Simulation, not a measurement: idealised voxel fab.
voxel self aligned contacts: a process module
The cross-section on display is named cut; it measures 270 nm wide, and its cells are 5 nm squares.
Cross-sections here: square-cell grids, written as top-down lists of bands, a band being one or more rows of cells.
Per band: top height and bottom height in nm, followed by the left-to-right materials and their widths in nm; "all across" marks a single material spanning edge to edge, "blank" marks empty space.
The reference from which all heights are counted is 0, the level beneath which the as-received wafer is entirely one material; the lowest band, having no lower bound, proceeds downward and is written after the example "top 0, no bottom".
Graded width ("30->40"): value in top row of band = first number; value in bottom row = second number; row-to-row change constant.
Step marked "stayed the same"? Then no cell in the cross-section changed in it.
"Enclosed internal cavities" - sealed voids, min. 8 cells, no opening to top; format: width x height at distance (distance from left edge; nm throughout).
after a step's settings: what the simulator itself notes on the step
The "overlay nm" setting may appear on a step's line; for a step that uses a mask, it gives how far to the right of its planned position the mask lay, and a negative value indicates the left.
[Below is the list of planned process steps]
step 1: RECEIVE: material Si
step 2: OXIDIZE: depth nm 5
step 3: DIRECTIONAL_DEP: material polySi, thk nm 25
step 4: DIRECTIONAL_DEP: material SiN, thk nm 25
step 5: DIRECTIONAL_DEP: material aC, thk nm 15
step 6: PATTERN: tone cover, mask id GATE, material resist, width nm 35, pitch nm 80, thk nm 30, overlay nm 0
step 7: DIRECTIONAL_ETCH: etch materials aC, depth nm 15
step 8: STRIP: etch materials resist
step 9: DIRECTIONAL_ETCH: etch materials SiN, depth nm 25
step 10: DIRECTIONAL_ETCH: etch materials polySi, depth nm 25
step 11: STRIP: etch materials aC
step 12: CONFORMAL_DEP: material SiN, thk nm 10
step 13: DIRECTIONAL_ETCH: etch materials SiN, depth nm 10
step 14: FILL_DEP: material SiO2, thk nm 15
step 15: CMP: height nm 60
step 16: DIRECTIONAL_DEP: material aC, thk nm 10
step 17: PATTERN: tone open, mask id CONTACT, material resist, width nm 65, thk nm 25, overlay nm 0
step 18: DIRECTIONAL_ETCH: etch materials aC, depth nm 10
step 19: STRIP: etch materials resist
step 20: DIRECTIONAL_ETCH: etch materials SiO2, depth nm 65
step 21: STRIP: etch materials aC
step 22: CONFORMAL_DEP: material TiN, thk nm 5
step 23: FILL_DEP: material Ru, thk nm 10
step 24: CMP: height nm 60
step 25: CONFORMAL_DEP: material SiN, thk nm 5
[Here's what the wafer looked like in cross-section when it arrived - that's after step 1]
	top 0, no bottom = Si all across
	Enclosed internal cavities: none
[Same starting wafer, same plan as above, one mistake in the execution; this is the cross-section at the end of the module]
	top 65, bottom 60 = SiN all across
	top 60, bottom 50 = SiO2=90  TiN=5->35  Ru=55->15  TiN=5->15  SiO2=115
	top 50, bottom 25 = SiO2=65  SiN=55  TiN=5  Ru=15  TiN=5  SiN=55  SiO2=70
	top 25, bottom 0 = SiO2=65  SiN=10  polySi=35  SiN=10  TiN=5  Ru=15  TiN=5  SiN=10  polySi=35  SiN=10  SiO2=70
	top 0, bottom -5 = SiO2=120  TiN=25  SiO2=125
	top -5, no bottom = Si all across
	Enclosed internal cavities: none
In executing the process, a mistake was made relative to the plan: step 17 was run on a setting that differed from the plan, and what really ran there is PATTERN: tone open, mask id CONTACT, material resist, width nm 65, thk nm 25, overlay nm -10
